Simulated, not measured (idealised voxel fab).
This is a process module. Its name is voxel wiring stack.
In the cross-section labelled cut, the width is 155 nm and each square cell is 5 nm.
A cross-section is written here as square cells arranged in a grid, and it is given in bands from the top down, each band taking up one or more rows of cells.
Top, bottom (nm), then materials left to right with widths (nm); lone material tagged "throughout" fills the whole band edge to edge; "air" = empty space.
Heights are reckoned from 0. Under this level, the received wafer is all of one material. The bottommost band is open-ended downward, for example "0..down".
The notation "30 to 40" denotes a width that varies across the rows of cells in the band, beginning at the first number in the top row, finishing at the second number in the bottom row, and changing by an identical amount from each row to the next.
Where the words "no change occurred" appear for a step, the cross-section shows no cell changed by that step; every cell remained as before.
Sealed void inventory: empty space of 8 cells or more with no open way to the top, each as width x height at its distance from the left edge, in nm
Anything after a step's settings on that line? It's the simulator's own note about the step.
You can add "overlay nm" to a step's line. For a step with a mask, it describes how far the mask lay to the right of its planned position, and a negative number describes a lay to the left.
Before/after cross-section pairs, one process step each; after shown to lowest changed band; step and settings beneath. Pairs may be from different runs of this module on the same starting wafer; a pair continues from the one above only where its "Prior to step" entry says so.
PRIOR TO STEP
140..135 = 25 TiN, 10 Cu, 35 TiN, 10 Cu, 35 TiN, 10 Cu, 30 TiN
135..115 = 20 lowk, 5 TiN, 10 Cu, 5 TiN, 25 lowk, 5 TiN, 10 Cu, 5 TiN, 25 lowk, 5 TiN, 10 Cu, 5 TiN, 25 lowk
115..110 = 20 lowk, 20 TiN, 25 lowk, 20 TiN, 25 lowk, 20 TiN, 25 lowk
110..90 = 20 SiO2, 15 Ru, 75 SiO2, 15 Ru, 30 SiO2
90..85 = 20 SiCN, 15 Ru, 75 SiCN, 15 Ru, 30 SiCN
85..60 = 20 SiO2, 5 TiN, 10 W, 5 TiN, 25 SiO2, 5 TiN, 10 W, 5 TiN, 25 SiO2, 5 TiN, 10 W, 5 TiN, 25 SiO2
60..55 = 20 SiN, 20 TiN, 25 SiN, 20 TiN, 25 SiN, 20 TiN, 25 SiN
55..40 = 20 lowk, 5 TiN, 5 W, 5 TiN, 75 lowk, 5 TiN, 5 W, 5 TiN, 30 lowk
40..35 = 20 SiCN, 15 TiN, 75 SiCN, 15 TiN, 30 SiCN
35..20 = 15 lowk, 5 SiN, 20 W, 5 SiN, 15 lowk, 5 SiN, 20 W, 5 SiN, 15 lowk, 5 SiN, 20 W, 5 SiN, 20 lowk
20..15 = 20 SiN, 20 TiN, 25 SiN, 20 TiN, 25 SiN, 20 TiN, 25 SiN
15..0 = SiO2 throughout
0..down = Si throughout
Sealed void inventory: none
POST-STEP APPEARANCE
145..140 = SiCN throughout
Below a height of 140, the structure has not been altered.
Sealed void inventory: none
Q: step between the cross-sections above? A: CONFORMAL_DEP (material SiCN; thk nm 5)
Prior to step: the state before this step is the cross-section shown after the step in the pair just above.
POST-STEP APPEARANCE
155..145 = lowk throughout
Below a height of 145, the structure has not been altered.
Sealed void inventory: none
Q: step between the cross-sections above? A: DIRECTIONAL_DEP (material lowk; thk nm 10)
Prior to step: the state before this step is the cross-section shown after the step in the pair just above.
POST-STEP APPEARANCE
165..155 = aC throughout
Below a height of 155, the structure has not been altered.
Sealed void inventory: none
Q: step between the cross-sections above? A: DIRECTIONAL_DEP (material aC; thk nm 10)
Prior to step: the state before this step is the cross-section shown after the step in the pair just above.
POST-STEP APPEARANCE
190..165 = 20 resist, 15 air, 30 resist, 15 air, 30 resist, 15 air, 30 resist
Below a height of 165, the structure has not been altered.
Sealed void inventory: none
Q: step between the cross-sections above? A: PATTERN (tone open; mask id PLUG_3; material resist; width nm 15; pitch nm 45; thk nm 25; overlay nm 0)
Prior to step: the state before this step is the cross-section shown after the step in the pair just above.
POST-STEP APPEARANCE
180..165 = 20 resist, 15 air, 30 resist, 15 air, 30 resist, 15 air, 30 resist
165..155 = 20 aC, 15 air, 30 aC, 15 air, 30 aC, 15 air, 30 aC
Below a height of 155, the structure has not been altered.
Sealed void inventory: none
Q: step between the cross-sections above? A: DIRECTIONAL_ETCH (etch materials aC; depth nm 10)
Prior to step: the state before this step is the cross-section shown after the step in the pair just above.
POST-STEP APPEARANCE
165..155 = 20 aC, 15 air, 30 aC, 15 air, 30 aC, 15 air, 30 aC
Below a height of 155, the structure has not been altered.
Sealed void inventory: none
Q: step between the cross-sections above? A: STRIP (etch materials resist)
Prior to step: the state before this step is the cross-section shown after the step in the pair just above.
POST-STEP APPEARANCE
165..155 = 20 aC, 15 air, 30 aC, 15 air, 30 aC, 15 air, 30 aC
155..145 = 20 lowk, 15 air, 30 lowk, 15 air, 30 lowk, 15 air, 30 lowk
Below a height of 145, the structure has not been altered.
Sealed void inventory: none
Q: step between the cross-sections above? A: DIRECTIONAL_ETCH (etch materials lowk; depth nm 10)
Prior to step: the state before this step is the cross-section shown after the step in the pair just above.
POST-STEP APPEARANCE
165..155 = 20 aC, 15 air, 30 aC, 15 air, 30 aC, 15 air, 30 aC
155..145 = 20 lowk, 15 air, 30 lowk, 15 air, 30 lowk, 15 air, 30 lowk
145..140 = 20 SiCN, 15 air, 30 SiCN, 15 air, 30 SiCN, 15 air, 30 SiCN
Below a height of 140, the structure has not been altered.
Sealed void inventory: none
Q: step between the cross-sections above? A: DIRECTIONAL_ETCH (etch materials SiCN; depth nm 5)
Prior to step: the state before this step is the cross-section shown after the step in the pair just above.
POST-STEP APPEARANCE
155..145 = 20 lowk, 15 air, 30 lowk, 15 air, 30 lowk, 15 air, 30 lowk
Below a height of 145, the structure has not been altered.
Sealed void inventory: none
Q: step between the cross-sections above? A: STRIP (etch materials aC)
Prior to step: the state before this step is the cross-section shown after the step in the pair just above.
POST-STEP APPEARANCE
160..155 = 25 TiN, 5 air, 40 TiN, 5 air, 40 TiN, 5 air, 35 TiN
155..145 = 20 lowk, 5 TiN, 5 air, 5 TiN, 30 lowk, 5 TiN, 5 air, 5 TiN, 30 lowk, 5 TiN, 5 air, 5 TiN, 30 lowk
145..140 = 20 SiCN, 15 TiN, 30 SiCN, 15 TiN, 30 SiCN, 15 TiN, 30 SiCN
Below a height of 140, the structure has not been altered.
Sealed void inventory: none
Q: step between the cross-sections above? A: CONFORMAL_DEP (material TiN; thk nm 5)
Prior to step: the state before this step is the cross-section shown after the step in the pair just above.
POST-STEP APPEARANCE
165..160 = W throughout
160..155 = 25 TiN, 5 W, 40 TiN, 5 W, 40 TiN, 5 W, 35 TiN
155..145 = 20 lowk, 5 TiN, 5 W, 5 TiN, 30 lowk, 5 TiN, 5 W, 5 TiN, 30 lowk, 5 TiN, 5 W, 5 TiN, 30 lowk
Below a height of 145, the structure has not been altered.
Sealed void inventory: none
Q: step between the cross-sections above? A: FILL_DEP (material W; thk nm 5)
Prior to step: the state before this step is the cross-section shown after the step in the pair just above.
POST-STEP APPEARANCE
155..145 = 20 lowk, 5 TiN, 5 W, 5 TiN, 30 lowk, 5 TiN, 5 W, 5 TiN, 30 lowk, 5 TiN, 5 W, 5 TiN, 30 lowk
Below a height of 145, the structure has not been altered.
Sealed void inventory: none
Q: step between the cross-sections above? A: CMP (height nm 155)
Prior to step: the state before this step is the cross-section shown after the step in the pair just above.
POST-STEP APPEARANCE
160..155 = TiN throughout
Below a height of 155, the structure has not been altered.
Sealed void inventory: none
Q: step between the cross-sections above? A: DIRECTIONAL_DEP (material TiN; thk nm 5)
Prior to step: the state before this step is the cross-section shown after the step in the pair just above.
POST-STEP APPEARANCE
175..160 = W throughout
Below a height of 160, the structure has not been altered.
Sealed void inventory: none
Q: step between the cross-sections above? A: DIRECTIONAL_DEP (material W; thk nm 15)
Prior to step: the state before this step is the cross-section shown after the step in the pair just above.
POST-STEP APPEARANCE
195..175 = 20 air, 20 resist, 25 air, 20 resist, 25 air, 20 resist, 25 air
Below a height of 175, the structure has not been altered.
Sealed void inventory: none
Q: step between the cross-sections above? A: PATTERN (tone cover; mask id METAL_4; material resist; width nm 20; pitch nm 45; thk nm 20; overlay nm 0)
Prior to step: the state before this step is the cross-section shown after the step in the pair just above.
POST-STEP APPEARANCE
195..175 = 20 air, 20 resist, 25 air, 20 resist, 25 air, 20 resist, 25 air
175..160 = 20 air, 20 W, 25 air, 20 W, 25 air, 20 W, 25 air
Below a height of 160, the structure has not been altered.
Sealed void inventory: none
Q: step between the cross-sections above? A: DIRECTIONAL_ETCH (etch materials W; depth nm 15)
Prior to step: the state before this step is the cross-section shown after the step in the pair just above.
POST-STEP APPEARANCE
195..175 = 20 air, 20 resist, 25 air, 20 resist, 25 air, 20 resist, 25 air
175..160 = 20 air, 20 W, 25 air, 20 W, 25 air, 20 W, 25 air
160..155 = 20 air, 20 TiN, 25 air, 20 TiN, 25 air, 20 TiN, 25 air
Below a height of 155, the structure has not been altered.
Sealed void inventory: none
Q: step between the cross-sections above? A: DIRECTIONAL_ETCH (etch materials TiN; depth nm 5)
Prior to step: the state before this step is the cross-section shown after the step in the pair just above.
POST-STEP APPEARANCE
175..160 = 20 air, 20 W, 25 air, 20 W, 25 air, 20 W, 25 air
Below a height of 160, the structure has not been altered.
Sealed void inventory: none
Q: step between the cross-sections above? A: STRIP (etch materials resist)
Prior to step: the state before this step is the cross-section shown after the step in the pair just above.
POST-STEP APPEARANCE
180..175 = 15 air, 30 SiCN, 15 air, 30 SiCN, 15 air, 30 SiCN, 20 air
175..160 = 15 air, 5 SiCN, 20 W, 5 SiCN, 15 air, 5 SiCN, 20 W, 5 SiCN, 15 air, 5 SiCN, 20 W, 5 SiCN, 20 air
160..155 = 20 SiCN, 20 TiN, 25 SiCN, 20 TiN, 25 SiCN, 20 TiN, 25 SiCN
Below a height of 155, the structure has not been altered.
Sealed void inventory: none
Q: step between the cross-sections above? A: CONFORMAL_DEP (material SiCN; thk nm 5)
Prior to step: the state before this step is the cross-section shown after the step in the pair just above.
POST-STEP APPEARANCE
185..180 = lowk throughout
180..175 = 15 lowk, 30 SiCN, 15 lowk, 30 SiCN, 15 lowk, 30 SiCN, 20 lowk
175..160 = 15 lowk, 5 SiCN, 20 W, 5 SiCN, 15 lowk, 5 SiCN, 20 W, 5 SiCN, 15 lowk, 5 SiCN, 20 W, 5 SiCN, 20 lowk
Below a height of 160, the structure has not been altered.
Sealed void inventory: none
Q: step between the cross-sections above? A: FILL_DEP (material lowk; thk nm 5)
Prior to step: the state before this step is the cross-section shown after the step in the pair just above.
POST-STEP APPEARANCE
175..160 = 15 lowk, 5 SiCN, 20 W, 5 SiCN, 15 lowk, 5 SiCN, 20 W, 5 SiCN, 15 lowk, 5 SiCN, 20 W, 5 SiCN, 20 lowk
Below a height of 160, the structure has not been altered.
Sealed void inventory: none
Q: step between the cross-sections above? A: CMP (height nm 175)
Prior to step: the state before this step is the cross-section shown after the step in the pair just above.
POST-STEP APPEARANCE
180..175 = SiCN throughout
Below a height of 175, the structure has not been altered.
Sealed void inventory: none
Q: step between the cross-sections above? A: CONFORMAL_DEP (material SiCN; thk nm 5)
PRIOR TO STEP
110..105 = 20 SiO2, 15 air, 75 SiO2, 15 air, 30 SiO2
105..90 = 20 SiO2, 15 Ru, 75 SiO2, 15 Ru, 30 SiO2
90..85 = 20 SiCN, 15 Ru, 75 SiCN, 15 Ru, 30 SiCN
85..60 = 20 SiO2, 5 TiN, 10 W, 5 TiN, 25 SiO2, 5 TiN, 10 W, 5 TiN, 25 SiO2, 5 TiN, 10 W, 5 TiN, 25 SiO2
60..55 = 20 SiN, 20 TiN, 25 SiN, 20 TiN, 25 SiN, 20 TiN, 25 SiN
55..40 = 20 lowk, 5 TiN, 5 W, 5 TiN, 75 lowk, 5 TiN, 5 W, 5 TiN, 30 lowk
40..35 = 20 SiCN, 15 TiN, 75 SiCN, 15 TiN, 30 SiCN
35..20 = 15 lowk, 5 SiN, 20 W, 5 SiN, 15 lowk, 5 SiN, 20 W, 5 SiN, 15 lowk, 5 SiN, 20 W, 5 SiN, 20 lowk
20..15 = 20 SiN, 20 TiN, 25 SiN, 20 TiN, 25 SiN, 20 TiN, 25 SiN
15..0 = SiO2 throughout
0..down = Si throughout
Sealed void inventory: none
POST-STEP APPEARANCE
115..110 = 15 air, 25 Ru, 65 air, 25 Ru, 25 air
110..90 = 20 SiO2, 15 Ru, 75 SiO2, 15 Ru, 30 SiO2
Below a height of 90, the structure has not been altered.
Sealed void inventory: none
Q: step between the cross-sections above? A: EPI (material Ru; thk nm 10)
Prior to step: the state before this step is the cross-section shown after the step in the pair just above.
POST-STEP APPEARANCE
120..110 = 10 air, 35 Ru, 55 air, 35 Ru, 20 air
Below a height of 110, the structure has not been altered.
Sealed void inventory: none
Q: step between the cross-sections above? A: EPI (material Ru; thk nm 5)
Prior to step: the state before this step is the cross-section shown after the step in the pair just above.
POST-STEP APPEARANCE
125..120 = 5 air, 45 SiN, 45 air, 45 SiN, 15 air
120..115 = 5 air, 5 SiN, 35 Ru, 5 SiN, 45 air, 5 SiN, 35 Ru, 5 SiN, 15 air
115..110 = 10 SiN, 35 Ru, 55 SiN, 35 Ru, 20 SiN
Below a height of 110, the structure has not been altered.
Sealed void inventory: none
Q: step between the cross-sections above? A: CONFORMAL_DEP (material SiN; thk nm 5)
Prior to step: the state before this step is the cross-section shown after the step in the pair just above.
POST-STEP APPEARANCE
150..140 = 5 air, 45 lowk, 45 air, 45 lowk, 15 air
140..125 = lowk throughout
125..120 = 5 lowk, 45 SiN, 45 lowk, 45 SiN, 15 lowk
120..115 = 5 lowk, 5 SiN, 35 Ru, 5 SiN, 45 lowk, 5 SiN, 35 Ru, 5 SiN, 15 lowk
Below a height of 115, the structure has not been altered.
Sealed void inventory: none
Q: step between the cross-sections above? A: DIRECTIONAL_DEP (material lowk; thk nm 25)
Prior to step: the state before this step is the cross-section shown after the step in the pair just above.
POST-STEP APPEARANCE
150..140 = 5 air, 15 lowk, 20 air, 10 lowk, 45 air, 15 lowk, 20 air, 10 lowk, 15 air
140..125 = 20 lowk, 20 air, 25 lowk, 20 air, 25 lowk, 20 air, 25 lowk
125..120 = 5 lowk, 45 SiN, 15 lowk, 20 air, 10 lowk, 45 SiN, 15 lowk
120..115 = 5 lowk, 5 SiN, 35 Ru, 5 SiN, 15 lowk, 20 air, 10 lowk, 5 SiN, 35 Ru, 5 SiN, 15 lowk
Below a height of 115, the structure has not been altered.
Sealed void inventory: none
Q: step between the cross-sections above? A: MASKED_ETCH (tone open; mask id METAL_3; width nm 20; pitch nm 45; etch materials lowk; depth nm 25; overlay nm 0)
Prior to step: the state before this step is the cross-section shown after the step in the pair just above.
POST-STEP APPEARANCE
150..140 = 5 air, 15 lowk, 20 air, 10 lowk, 45 air, 15 lowk, 20 air, 10 lowk, 15 air
140..125 = 20 lowk, 20 air, 25 lowk, 20 air, 25 lowk, 20 air, 25 lowk
125..120 = 5 lowk, 15 SiN, 20 air, 10 SiN, 15 lowk, 20 air, 10 lowk, 15 SiN, 20 air, 10 SiN, 15 lowk
120..115 = 5 lowk, 5 SiN, 35 Ru, 5 SiN, 15 lowk, 20 air, 10 lowk, 5 SiN, 35 Ru, 5 SiN, 15 lowk
115..110 = 10 SiN, 35 Ru, 20 SiN, 20 air, 15 SiN, 35 Ru, 20 SiN
Below a height of 110, the structure has not been altered.
Sealed void inventory: none
Q: step between the cross-sections above? A: MASKED_ETCH (tone open; mask id METAL_3; width nm 20; pitch nm 45; etch materials SiN; depth nm 5; overlay nm 0)
Prior to step: the state before this step is the cross-section shown after the step in the pair just above.
POST-STEP APPEARANCE
155..150 = 25 TiN, 10 air, 20 TiN, 35 air, 25 TiN, 10 air, 20 TiN, 10 air
150..145 = 5 TiN, 15 lowk, 5 TiN, 10 air, 5 TiN, 10 lowk, 5 TiN, 35 air, 5 TiN, 15 lowk, 5 TiN, 10 air, 5 TiN, 10 lowk, 5 TiN, 10 air
145..140 = 5 TiN, 15 lowk, 5 TiN, 10 air, 5 TiN, 10 lowk, 20 TiN, 10 air, 15 TiN, 15 lowk, 5 TiN, 10 air, 5 TiN, 10 lowk, 15 TiN
140..125 = 20 lowk, 5 TiN, 10 air, 5 TiN, 25 lowk, 5 TiN, 10 air, 5 TiN, 25 lowk, 5 TiN, 10 air, 5 TiN, 25 lowk
125..120 = 5 lowk, 15 SiN, 20 TiN, 10 SiN, 15 lowk, 5 TiN, 10 air, 5 TiN, 10 lowk, 15 SiN, 20 TiN, 10 SiN, 15 lowk
120..115 = 5 lowk, 5 SiN, 35 Ru, 5 SiN, 15 lowk, 5 TiN, 10 air, 5 TiN, 10 lowk, 5 SiN, 35 Ru, 5 SiN, 15 lowk
115..110 = 10 SiN, 35 Ru, 20 SiN, 20 TiN, 15 SiN, 35 Ru, 20 SiN
Below a height of 110, the structure has not been altered.
Sealed void inventory: none
Q: step between the cross-sections above? A: CONFORMAL_DEP (material TiN; thk nm 5)
Prior to step: the state before this step is the cross-section shown after the step in the pair just above.
POST-STEP APPEARANCE
165..155 = Cu throughout
155..150 = 25 TiN, 10 Cu, 20 TiN, 35 Cu, 25 TiN, 10 Cu, 20 TiN, 10 Cu
150..145 = 5 TiN, 15 lowk, 5 TiN, 10 Cu, 5 TiN, 10 lowk, 5 TiN, 35 Cu, 5 TiN, 15 lowk, 5 TiN, 10 Cu, 5 TiN, 10 lowk, 5 TiN, 10 Cu
145..140 = 5 TiN, 15 lowk, 5 TiN, 10 Cu, 5 TiN, 10 lowk, 20 TiN, 10 Cu, 15 TiN, 15 lowk, 5 TiN, 10 Cu, 5 TiN, 10 lowk, 15 TiN
140..125 = 20 lowk, 5 TiN, 10 Cu, 5 TiN, 25 lowk, 5 TiN, 10 Cu, 5 TiN, 25 lowk, 5 TiN, 10 Cu, 5 TiN, 25 lowk
125..120 = 5 lowk, 15 SiN, 20 TiN, 10 SiN, 15 lowk, 5 TiN, 10 Cu, 5 TiN, 10 lowk, 15 SiN, 20 TiN, 10 SiN, 15 lowk
120..115 = 5 lowk, 5 SiN, 35 Ru, 5 SiN, 15 lowk, 5 TiN, 10 Cu, 5 TiN, 10 lowk, 5 SiN, 35 Ru, 5 SiN, 15 lowk
Below a height of 115, the structure has not been altered.
Sealed void inventory: none
Q: step between the cross-sections above? A: FILL_DEP (material Cu; thk nm 10)
Prior to step: the state before this step is the cross-section shown after the step in the pair just above.
POST-STEP APPEARANCE
140..125 = 20 lowk, 5 TiN, 10 Cu, 5 TiN, 25 lowk, 5 TiN, 10 Cu, 5 TiN, 25 lowk, 5 TiN, 10 Cu, 5 TiN, 25 lowk
Below a height of 125, the structure has not been altered.
Sealed void inventory: none
Q: step between the cross-sections above? A: CMP (height nm 140)
Prior to step: the state before this step is the cross-section shown after the step in the pair just above.
POST-STEP APPEARANCE
145..140 = SiCN throughout
Below a height of 140, the structure has not been altered.
Sealed void inventory: none
Q: step between the cross-sections above? A: CONFORMAL_DEP (material SiCN; thk nm 5)
Prior to step: the state before this step is the cross-section shown after the step in the pair just above.
POST-STEP APPEARANCE
155..145 = lowk throughout
Below a height of 145, the structure has not been altered.
Sealed void inventory: none
Q: step between the cross-sections above? A: DIRECTIONAL_DEP (material lowk; thk nm 10)
Prior to step: the state before this step is the cross-section shown after the step in the pair just above.
POST-STEP APPEARANCE
165..155 = aC throughout
Below a height of 155, the structure has not been altered.
Sealed void inventory: none
Q: step between the cross-sections above? A: DIRECTIONAL_DEP (material aC; thk nm 10)
Prior to step: the state before this step is the cross-section shown after the step in the pair just above.
POST-STEP APPEARANCE
190..165 = 20 resist, 15 air, 30 resist, 15 air, 30 resist, 15 air, 30 resist
Below a height of 165, the structure has not been altered.
Sealed void inventory: none
Q: step between the cross-sections above? A: PATTERN (tone open; mask id PLUG_3; material resist; width nm 15; pitch nm 45; thk nm 25; overlay nm 0)
Prior to step: the state before this step is the cross-section shown after the step in the pair just above.
POST-STEP APPEARANCE
180..165 = 20 resist, 15 air, 30 resist, 15 air, 30 resist, 15 air, 30 resist
165..155 = 20 aC, 15 air, 30 aC, 15 air, 30 aC, 15 air, 30 aC
Below a height of 155, the structure has not been altered.
Sealed void inventory: none
Q: step between the cross-sections above? A: DIRECTIONAL_ETCH (etch materials aC; depth nm 10)
Prior to step: the state before this step is the cross-section shown after the step in the pair just above.
POST-STEP APPEARANCE
165..155 = 20 aC, 15 air, 30 aC, 15 air, 30 aC, 15 air, 30 aC
Below a height of 155, the structure has not been altered.
Sealed void inventory: none
Q: step between the cross-sections above? A: STRIP (etch materials resist)
Prior to step: the state before this step is the cross-section shown after the step in the pair just above.
POST-STEP APPEARANCE
165..155 = 20 aC, 15 air, 30 aC, 15 air, 30 aC, 15 air, 30 aC
155..145 = 20 lowk, 15 air, 30 lowk, 15 air, 30 lowk, 15 air, 30 lowk
Below a height of 145, the structure has not been altered.
Sealed void inventory: none
Q: step between the cross-sections above? A: DIRECTIONAL_ETCH (etch materials lowk; depth nm 10)
Prior to step: the state before this step is the cross-section shown after the step in the pair just above.
POST-STEP APPEARANCE
165..155 = 20 aC, 15 air, 30 aC, 15 air, 30 aC, 15 air, 30 aC
155..145 = 20 lowk, 15 air, 30 lowk, 15 air, 30 lowk, 15 air, 30 lowk
145..140 = 20 SiCN, 15 air, 30 SiCN, 15 air, 30 SiCN, 15 air, 30 SiCN
Below a height of 140, the structure has not been altered.
Sealed void inventory: none
Q: step between the cross-sections above? A: DIRECTIONAL_ETCH (etch materials SiCN; depth nm 5)
Prior to step: the state before this step is the cross-section shown after the step in the pair just above.
POST-STEP APPEARANCE
155..145 = 20 lowk, 15 air, 30 lowk, 15 air, 30 lowk, 15 air, 30 lowk
Below a height of 145, the structure has not been altered.
Sealed void inventory: none
Q: step between the cross-sections above? A: STRIP (etch materials aC)
Prior to step: the state before this step is the cross-section shown after the step in the pair just above.
POST-STEP APPEARANCE
160..155 = 25 TiN, 5 air, 40 TiN, 5 air, 40 TiN, 5 air, 35 TiN
155..145 = 20 lowk, 5 TiN, 5 air, 5 TiN, 30 lowk, 5 TiN, 5 air, 5 TiN, 30 lowk, 5 TiN, 5 air, 5 TiN, 30 lowk
145..140 = 20 SiCN, 15 TiN, 30 SiCN, 15 TiN, 30 SiCN, 15 TiN, 30 SiCN
Below a height of 140, the structure has not been altered.
Sealed void inventory: none
Q: step between the cross-sections above? A: CONFORMAL_DEP (material TiN; thk nm 5)
Prior to step: the state before this step is the cross-section shown after the step in the pair just above.
POST-STEP APPEARANCE
165..160 = W throughout
160..155 = 25 TiN, 5 W, 40 TiN, 5 W, 40 TiN, 5 W, 35 TiN
155..145 = 20 lowk, 5 TiN, 5 W, 5 TiN, 30 lowk, 5 TiN, 5 W, 5 TiN, 30 lowk, 5 TiN, 5 W, 5 TiN, 30 lowk
Below a height of 145, the structure has not been altered.
Sealed void inventory: none
Q: step between the cross-sections above? A: FILL_DEP (material W; thk nm 5)
Prior to step: the state before this step is the cross-section shown after the step in the pair just above.
POST-STEP APPEARANCE
155..145 = 20 lowk, 5 TiN, 5 W, 5 TiN, 30 lowk, 5 TiN, 5 W, 5 TiN, 30 lowk, 5 TiN, 5 W, 5 TiN, 30 lowk
Below a height of 145, the structure has not been altered.
Sealed void inventory: none
Q: step between the cross-sections above? A: CMP (height nm 155)
Prior to step: the state before this step is the cross-section shown after the step in the pair just above.
POST-STEP APPEARANCE
160..155 = TiN throughout
Below a height of 155, the structure has not been altered.
Sealed void inventory: none
Q: step between the cross-sections above? A: DIRECTIONAL_DEP (material TiN; thk nm 5)
Prior to step: the state before this step is the cross-section shown after the step in the pair just above.
POST-STEP APPEARANCE
175..160 = W throughout
Below a height of 160, the structure has not been altered.
Sealed void inventory: none
Q: step between the cross-sections above? A: DIRECTIONAL_DEP (material W; thk nm 15)
Prior to step: the state before this step is the cross-section shown after the step in the pair just above.
POST-STEP APPEARANCE
195..175 = 20 air, 20 resist, 25 air, 20 resist, 25 air, 20 resist, 25 air
Below a height of 175, the structure has not been altered.
Sealed void inventory: none
Q: step between the cross-sections above? A: PATTERN (tone cover; mask id METAL_4; material resist; width nm 20; pitch nm 45; thk nm 20; overlay nm 0)
Prior to step: the state before this step is the cross-section shown after the step in the pair just above.
POST-STEP APPEARANCE
195..175 = 20 air, 20 resist, 25 air, 20 resist, 25 air, 20 resist, 25 air
175..160 = 20 air, 20 W, 25 air, 20 W, 25 air, 20 W, 25 air
Below a height of 160, the structure has not been altered.
Sealed void inventory: none
Q: step between the cross-sections above? A: DIRECTIONAL_ETCH (etch materials W; depth nm 15)
Prior to step: the state before this step is the cross-section shown after the step in the pair just above.
POST-STEP APPEARANCE
195..175 = 20 air, 20 resist, 25 air, 20 resist, 25 air, 20 resist, 25 air
175..160 = 20 air, 20 W, 25 air, 20 W, 25 air, 20 W, 25 air
160..155 = 20 air, 20 TiN, 25 air, 20 TiN, 25 air, 20 TiN, 25 air
Below a height of 155, the structure has not been altered.
Sealed void inventory: none
Q: step between the cross-sections above? A: DIRECTIONAL_ETCH (etch materials TiN; depth nm 5)
Prior to step: the state before this step is the cross-section shown after the step in the pair just above.
POST-STEP APPEARANCE
175..160 = 20 air, 20 W, 25 air, 20 W, 25 air, 20 W, 25 air
Below a height of 160, the structure has not been altered.
Sealed void inventory: none
Q: step between the cross-sections above? A: STRIP (etch materials resist)
Prior to step: the state before this step is the cross-section shown after the step in the pair just above.
POST-STEP APPEARANCE
180..175 = 15 air, 30 SiCN, 15 air, 30 SiCN, 15 air, 30 SiCN, 20 air
175..160 = 15 air, 5 SiCN, 20 W, 5 SiCN, 15 air, 5 SiCN, 20 W, 5 SiCN, 15 air, 5 SiCN, 20 W, 5 SiCN, 20 air
160..155 = 20 SiCN, 20 TiN, 25 SiCN, 20 TiN, 25 SiCN, 20 TiN, 25 SiCN
Below a height of 155, the structure has not been altered.
Sealed void inventory: none
Q: step between the cross-sections above? A: CONFORMAL_DEP (material SiCN; thk nm 5)
Prior to step: the state before this step is the cross-section shown after the step in the pair just above.
POST-STEP APPEARANCE
185..180 = lowk throughout
180..175 = 15 lowk, 30 SiCN, 15 lowk, 30 SiCN, 15 lowk, 30 SiCN, 20 lowk
175..160 = 15 lowk, 5 SiCN, 20 W, 5 SiCN, 15 lowk, 5 SiCN, 20 W, 5 SiCN, 15 lowk, 5 SiCN, 20 W, 5 SiCN, 20 lowk
Below a height of 160, the structure has not been altered.
Sealed void inventory: none
Q: step between the cross-sections above? A: FILL_DEP (material lowk; thk nm 5)
Prior to step: the state before this step is the cross-section shown after the step in the pair just above.
POST-STEP APPEARANCE
175..160 = 15 lowk, 5 SiCN, 20 W, 5 SiCN, 15 lowk, 5 SiCN, 20 W, 5 SiCN, 15 lowk, 5 SiCN, 20 W, 5 SiCN, 20 lowk
Below a height of 160, the structure has not been altered.
Sealed void inventory: none
Q: step between the cross-sections above? A: CMP (height nm 175)
Prior to step: the state before this step is the cross-section shown after the step in the pair just above.
POST-STEP APPEARANCE
180..175 = SiCN throughout
Below a height of 175, the structure has not been altered.
Sealed void inventory: none
Q: step between the cross-sections above? A: CONFORMAL_DEP (material SiCN; thk nm 5)
PRIOR TO STEP
0..down = Si throughout
Sealed void inventory: none
POST-STEP APPEARANCE
5..0 = TiN throughout
Below a height of 0, the structure has not been altered.
Sealed void inventory: none
Q: step between the cross-sections above? A: DIRECTIONAL_DEP (material TiN; thk nm 5)
Prior to step: the state before this step is the cross-section shown after the step in the pair just above.
POST-STEP APPEARANCE
20..5 = SiO2 throughout
Below a height of 5, the structure has not been altered.
Sealed void inventory: none
Q: step between the cross-sections above? A: CONFORMAL_DEP (material SiO2; thk nm 15)
Prior to step: the state before this step is the cross-section shown after the step in the pair just above.
POST-STEP APPEARANCE
35..20 = W throughout
Below a height of 20, the structure has not been altered.
Sealed void inventory: none
Q: step between the cross-sections above? A: DIRECTIONAL_DEP (material W; thk nm 15)
Prior to step: the state before this step is the cross-section shown after the step in the pair just above.
POST-STEP APPEARANCE
35..20 = 20 air, 20 W, 25 air, 20 W, 25 air, 20 W, 25 air
Below a height of 20, the structure has not been altered.
Sealed void inventory: none
Q: step between the cross-sections above? A: MASKED_ETCH (tone cover; mask id METAL_1; width nm 20; pitch nm 45; etch materials W; depth nm 15; overlay nm 0)
Prior to step: the state before this step is the cross-section shown after the step in the pair just above.
POST-STEP APPEARANCE
40..35 = 15 air, 30 SiN, 15 air, 30 SiN, 15 air, 30 SiN, 20 air
35..25 = 15 air, 5 SiN, 20 W, 5 SiN, 15 air, 5 SiN, 20 W, 5 SiN, 15 air, 5 SiN, 20 W, 5 SiN, 20 air
25..20 = 20 SiN, 20 W, 25 SiN, 20 W, 25 SiN, 20 W, 25 SiN
Below a height of 20, the structure has not been altered.
Sealed void inventory: none
Q: step between the cross-sections above? A: CONFORMAL_DEP (material SiN; thk nm 5)
Prior to step: the state before this step is the cross-section shown after the step in the pair just above.
POST-STEP APPEARANCE
45..40 = lowk throughout
40..35 = 15 lowk, 30 SiN, 15 lowk, 30 SiN, 15 lowk, 30 SiN, 20 lowk
35..25 = 15 lowk, 5 SiN, 20 W, 5 SiN, 15 lowk, 5 SiN, 20 W, 5 SiN, 15 lowk, 5 SiN, 20 W, 5 SiN, 20 lowk
Below a height of 25, the structure has not been altered.
Sealed void inventory: none
Q: step between the cross-sections above? A: FILL_DEP (material lowk; thk nm 5)
Prior to step: the state before this step is the cross-section shown after the step in the pair just above.
POST-STEP APPEARANCE
35..25 = 15 lowk, 5 SiN, 20 W, 5 SiN, 15 lowk, 5 SiN, 20 W, 5 SiN, 15 lowk, 5 SiN, 20 W, 5 SiN, 20 lowk
Below a height of 25, the structure has not been altered.
Sealed void inventory: none
Q: step between the cross-sections above? A: CMP (height nm 35)
Prior to step: the state before this step is the cross-section shown after the step in the pair just above.
POST-STEP APPEARANCE
40..35 = SiCN throughout
Below a height of 35, the structure has not been altered.
Sealed void inventory: none
Q: step between the cross-sections above? A: CONFORMAL_DEP (material SiCN; thk nm 5)
Prior to step: the state before this step is the cross-section shown after the step in the pair just above.
POST-STEP APPEARANCE
55..40 = lowk throughout
Below a height of 40, the structure has not been altered.
Sealed void inventory: none
Q: step between the cross-sections above? A: DIRECTIONAL_DEP (material lowk; thk nm 15)
Prior to step: the state before this step is the cross-section shown after the step in the pair just above.
POST-STEP APPEARANCE
70..55 = 20 resist, 15 air, 75 resist, 15 air, 30 resist
Below a height of 55, the structure has not been altered.
Sealed void inventory: none
Q: step between the cross-sections above? A: PATTERN (tone open; mask id PLUG_1; material resist; width nm 15; pitch nm 90; thk nm 15; overlay nm 0)
